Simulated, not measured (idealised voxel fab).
process module | voxel self aligned vias
cross-section cut | 220 nm wide | cells 5 nm
A cross-section is a grid of square cells, given in bands from the top down. A band is one or more rows of cells.
Each band's line starts with the height of the band's top and of its bottom, in nm. Then come its materials from left to right, each with its width in nm. One material with "throughout" fills the band from edge to edge. "air" is empty space.
Height 0 is the level under which the wafer as received is all one material. The lowest band goes on downwards, as in "0 down".
A width such as "30 to 40" changes by the same amount from each row of cells to the next, from the band's top row to its bottom row.
"no change" after a step means that no cell of the cross-section changed.
closed voids: empty space of 8 cells or more with no open way to the top, each as width x height at its distance from the left edge, in nm
after a step's settings: what the simulator itself notes on the step
overlay nm, on a step with a mask: how far to the right of its planned place the mask lay; to the left if negative
plan
1 op RECEIVE | material Si
2 op CONFORMAL_DEP | material SiO2 | thk nm 15
3 op CONFORMAL_DEP | material SiCN | thk nm 5
4 op DIRECTIONAL_DEP | material SiO2 | thk nm 25
5 op DIRECTIONAL_DEP | material aC | thk nm 10
6 op PATTERN | tone open | mask id LINES | material resist | width nm 30 | pitch nm 70 | thk nm 25 | overlay nm 0
7 op DIRECTIONAL_ETCH | etch materials aC | depth nm 10
8 op STRIP | etch materials resist
9 op DIRECTIONAL_ETCH | etch materials SiO2 | depth nm 25
10 op STRIP | etch materials aC
11 op CONFORMAL_DEP | material TiN | thk nm 5
12 op FILL_DEP | material Ru | thk nm 10
13 op CMP | height nm 45
14 op SELECTIVE_ETCH | etch materials W Ru TiN | depth nm 10
15 op FILL_DEP | material SiN | thk nm 10
16 op CMP | height nm 45
17 op DIRECTIONAL_DEP | material SiO2 | thk nm 15
18 op MASKED_ETCH | tone open | mask id VIAS | width nm 50 | pitch nm 70 | etch materials SiO2 | depth nm 15 | overlay nm 0
19 op MASKED_ETCH | tone open | mask id VIAS | width nm 50 | pitch nm 70 | etch materials SiN | depth nm 10 | overlay nm 0
20 op CONFORMAL_DEP | material TiN | thk nm 5
21 op FILL_DEP | material Cu | thk nm 5
22 op CMP | height nm 60
23 op CONFORMAL_DEP | material SiCN | thk nm 5
first wafer, as planned
as received, after step 1
  0 down: Si throughout
  closed voids: none
after step 2
  15 to 0: SiO2 throughout
  below 0: unchanged
after step 3
  20 to 15: SiCN throughout
  below 15: unchanged
after step 4
  45 to 20: SiO2 throughout
  below 20: unchanged
after step 5
  55 to 45: aC throughout
  below 45: unchanged
after step 6
  80 to 55: resist 60 | air 30 | resist 40 | air 30 | resist 60
  below 55: unchanged
after step 7
  70 to 55: resist 60 | air 30 | resist 40 | air 30 | resist 60
  55 to 45: aC 60 | air 30 | aC 40 | air 30 | aC 60
  below 45: unchanged
after step 8
  55 to 45: aC 60 | air 30 | aC 40 | air 30 | aC 60
  below 45: unchanged
after step 9
  55 to 45: aC 60 | air 30 | aC 40 | air 30 | aC 60
  45 to 20: SiO2 60 | air 30 | SiO2 40 | air 30 | SiO2 60
  below 20: unchanged
after step 10
  45 to 20: SiO2 60 | air 30 | SiO2 40 | air 30 | SiO2 60
  below 20: unchanged
after step 11
  50 to 45: TiN 65 | air 20 | TiN 50 | air 20 | TiN 65
  45 to 25: SiO2 60 | TiN 5 | air 20 | TiN 5 | SiO2 40 | TiN 5 | air 20 | TiN 5 | SiO2 60
  25 to 20: SiO2 60 | TiN 30 | SiO2 40 | TiN 30 | SiO2 60
  below 20: unchanged
after step 12
  60 to 50: Ru throughout
  50 to 45: TiN 65 | Ru 20 | TiN 50 | Ru 20 | TiN 65
  45 to 25: SiO2 60 | TiN 5 | Ru 20 | TiN 5 | SiO2 40 | TiN 5 | Ru 20 | TiN 5 | SiO2 60
  below 25: unchanged
after step 13
  45 to 25: SiO2 60 | TiN 5 | Ru 20 | TiN 5 | SiO2 40 | TiN 5 | Ru 20 | TiN 5 | SiO2 60
  below 25: unchanged
after step 14
  45 to 35: SiO2 60 | air 30 | SiO2 40 | air 30 | SiO2 60
  below 35: unchanged
after step 15
  55 to 45: SiN throughout
  45 to 35: SiO2 60 | SiN 30 | SiO2 40 | SiN 30 | SiO2 60
  below 35: unchanged
after step 16
  45 to 35: SiO2 60 | SiN 30 | SiO2 40 | SiN 30 | SiO2 60
  below 35: unchanged
after step 17
  60 to 45: SiO2 throughout
  below 45: unchanged
after step 18
  60 to 45: SiO2 50 | air 50 | SiO2 20 | air 50 | SiO2 50
  below 45: unchanged
after step 19
  60 to 45: SiO2 50 | air 50 | SiO2 20 | air 50 | SiO2 50
  45 to 35: SiO2 60 | air 30 | SiO2 40 | air 30 | SiO2 60
  below 35: unchanged
after step 20
  65 to 60: TiN 55 | air 40 | TiN 30 | air 40 | TiN 55
  60 to 50: SiO2 50 | TiN 5 | air 40 | TiN 5 | SiO2 20 | TiN 5 | air 40 | TiN 5 | SiO2 50
  50 to 40: SiO2 50 to 60 | TiN 15 to 5 | air 20 | TiN 15 to 5 | SiO2 20 to 40 | TiN 15 to 5 | air 20 | TiN 15 to 5 | SiO2 50 to 60
  40 to 35: SiO2 60 | TiN 30 | SiO2 40 | TiN 30 | SiO2 60
  below 35: unchanged
after step 21
  70 to 65: Cu throughout
  65 to 60: TiN 55 | Cu 40 | TiN 30 | Cu 40 | TiN 55
  60 to 50: SiO2 50 | TiN 5 | Cu 40 | TiN 5 | SiO2 20 | TiN 5 | Cu 40 | TiN 5 | SiO2 50
  50 to 40: SiO2 50 to 60 | TiN 15 to 5 | Cu 20 | TiN 15 to 5 | SiO2 20 to 40 | TiN 15 to 5 | Cu 20 | TiN 15 to 5 | SiO2 50 to 60
  below 40: unchanged
after step 22
  60 to 50: SiO2 50 | TiN 5 | Cu 40 | TiN 5 | SiO2 20 | TiN 5 | Cu 40 | TiN 5 | SiO2 50
  below 50: unchanged
after step 23
  65 to 60: SiCN throughout
  below 60: unchanged
second wafer: like start, like plan, one mistake. Through step 2 it matches the first wafer
when step 3 should have ended: no change
when step 4 should have ended
  40 to 0: SiO2 throughout
  below 0: unchanged
when step 5 should have ended
  50 to 40: aC throughout
  below 40: unchanged
when step 6 should have ended
  75 to 50: resist 60 | air 30 | resist 40 | air 30 | resist 60
  below 50: unchanged
when step 7 should have ended
  65 to 50: resist 60 | air 30 | resist 40 | air 30 | resist 60
  50 to 40: aC 60 | air 30 | aC 40 | air 30 | aC 60
  below 40: unchanged
when step 8 should have ended
  50 to 40: aC 60 | air 30 | aC 40 | air 30 | aC 60
  below 40: unchanged
when step 9 should have ended
  50 to 40: aC 60 | air 30 | aC 40 | air 30 | aC 60
  40 to 15: SiO2 60 | air 30 | SiO2 40 | air 30 | SiO2 60
  below 15: unchanged
when step 10 should have ended
  40 to 15: SiO2 60 | air 30 | SiO2 40 | air 30 | SiO2 60
  below 15: unchanged
when step 11 should have ended
  45 to 40: TiN 65 | air 20 | TiN 50 | air 20 | TiN 65
  40 to 20: SiO2 60 | TiN 5 | air 20 | TiN 5 | SiO2 40 | TiN 5 | air 20 | TiN 5 | SiO2 60
  20 to 15: SiO2 60 | TiN 30 | SiO2 40 | TiN 30 | SiO2 60
  below 15: unchanged
when step 12 should have ended
  55 to 45: Ru throughout
  45 to 40: TiN 65 | Ru 20 | TiN 50 | Ru 20 | TiN 65
  40 to 20: SiO2 60 | TiN 5 | Ru 20 | TiN 5 | SiO2 40 | TiN 5 | Ru 20 | TiN 5 | SiO2 60
  below 20: unchanged
when step 13 should have ended
  45 to 40: TiN 65 | Ru 20 | TiN 50 | Ru 20 | TiN 65
  below 40: unchanged
when step 14 should have ended
  40 to 35: SiO2 60 | air 30 | SiO2 40 | air 30 | SiO2 60
  below 35: unchanged
when step 15 should have ended
  50 to 40: SiN throughout
  40 to 35: SiO2 60 | SiN 30 | SiO2 40 | SiN 30 | SiO2 60
  below 35: unchanged
when step 16 should have ended
  45 to 40: SiN throughout
  below 40: unchanged
when step 17 should have ended
  60 to 45: SiO2 throughout
  below 45: unchanged
when step 18 should have ended
  60 to 45: SiO2 50 | air 50 | SiO2 20 | air 50 | SiO2 50
  below 45: unchanged
when step 19 should have ended
  60 to 45: SiO2 50 | air 50 | SiO2 20 | air 50 | SiO2 50
  45 to 40: SiN 50 | air 50 | SiN 20 | air 50 | SiN 50
  40 to 35: SiO2 60 | air 30 | SiO2 40 | air 30 | SiO2 60
  below 35: unchanged
when step 20 should have ended
  65 to 60: TiN 55 | air 40 | TiN 30 | air 40 | TiN 55
  60 to 45: SiO2 50 | TiN 5 | air 40 | TiN 5 | SiO2 20 | TiN 5 | air 40 | TiN 5 | SiO2 50
  45 to 40: SiN 50 | TiN 15 | air 20 | TiN 15 | SiN 20 | TiN 15 | air 20 | TiN 15 | SiN 50
  40 to 35: SiO2 60 | TiN 30 | SiO2 40 | TiN 30 | SiO2 60
  below 35: unchanged
when step 21 should have ended
  70 to 65: Cu throughout
  65 to 60: TiN 55 | Cu 40 | TiN 30 | Cu 40 | TiN 55
  60 to 45: SiO2 50 | TiN 5 | Cu 40 | TiN 5 | SiO2 20 | TiN 5 | Cu 40 | TiN 5 | SiO2 50
  45 to 40: SiN 50 | TiN 15 | Cu 20 | TiN 15 | SiN 20 | TiN 15 | Cu 20 | TiN 15 | SiN 50
  below 40: unchanged
when step 22 should have ended
  60 to 45: SiO2 50 | TiN 5 | Cu 40 | TiN 5 | SiO2 20 | TiN 5 | Cu 40 | TiN 5 | SiO2 50
  below 45: unchanged
when step 23 should have ended
  65 to 60: SiCN throughout
  below 60: unchanged
what went wrong: step 3 was left out
at the end the second wafer has, in cells: 8 more of Cu | 8 more of Ru | 44 fewer of SiCN | 24 more of SiN | 4 more of TiN
